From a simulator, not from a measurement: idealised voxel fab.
The document below concerns the process module designated voxel spacer lines.
185 nm wide, 5 nm square cells: that's cross-section cut.
The cross-sections in this document take the form of a grid made of square cells. They are written out as bands, in order from top to bottom. Each band consists of one or more rows of cells.
Heights first: top, then bottom, in nm. Then materials, left to right, each with a width in nm. "edge to edge" on a single material: fills the band edge to edge. "blank": empty space.
Beneath 0, the wafer as received is one material, and that level is where height counting begins. The lowest band goes on downward without a bottom; it is written like "0 down".
So if you see something like "30 to 40" for the width, read it as the top row of the band sitting at the first number and the bottom row at the second, with every row in between moving by the same amount as the last.
The cross-section has no changed cell in any step marked "all unchanged".
Completely enclosed voids: empty space of 8 cells or more with no open way to the top, each as width x height at its distance from the left edge, in nm
after a step's settings: what the simulator itself notes on the step
overlay nm: for a step with a mask, the amount by which the mask lay right of where it was planned; a negative amount means left of it.

**So here's the lineup of process steps we planned**
- 1: RECEIVE (material Si)
- 2: CONFORMAL_DEP (material Al2O3; thk nm 5)
- 3: DIRECTIONAL_DEP (material SiN; thk nm 5)
- 4: DIRECTIONAL_DEP (material polySi; thk nm 30)
- 5: PATTERN (tone cover; mask id MANDREL; material resist; width nm 15; pitch nm 50; thk nm 40; overlay nm 0)
- 6: DIRECTIONAL_ETCH (etch materials polySi; depth nm 30)
- 7: STRIP (etch materials resist)
- 8: CONFORMAL_DEP (material SiO2; thk nm 10)
- 9: DIRECTIONAL_ETCH (etch materials SiO2; depth nm 10)
- 10: STRIP (etch materials polySi)
- 11: DIRECTIONAL_ETCH (etch materials SiN; depth nm 10)
- 12: STRIP (etch materials SiO2)
Across this set of wafers, the varied parameter is the thk nm of step 3. Starting conditions are identical for every wafer, and the plan reports the value assigned to the first wafer.

**As-received state after step 1, first of several wafers, cross-section**
    0 down = Si edge to edge
    Completely enclosed voids: none

**Below is a per-wafer table. In it, each row describes the wafer at the end of the module by giving, for each material, the number of cells gained (+) or lost (-) since the wafer was received, and after that the closed voids of the wafer**
thk nm 5 | +37 Al2O3 | +8 SiN | Completely enclosed voids: none
thk nm 10 | +37 Al2O3 | +16 SiN | Completely enclosed voids: none
thk nm 15 | +37 Al2O3 | +53 SiN | Completely enclosed voids: none
thk nm 20 | +37 Al2O3 | +90 SiN | Completely enclosed voids: none
thk nm 25 | +37 Al2O3 | +127 SiN | Completely enclosed voids: none
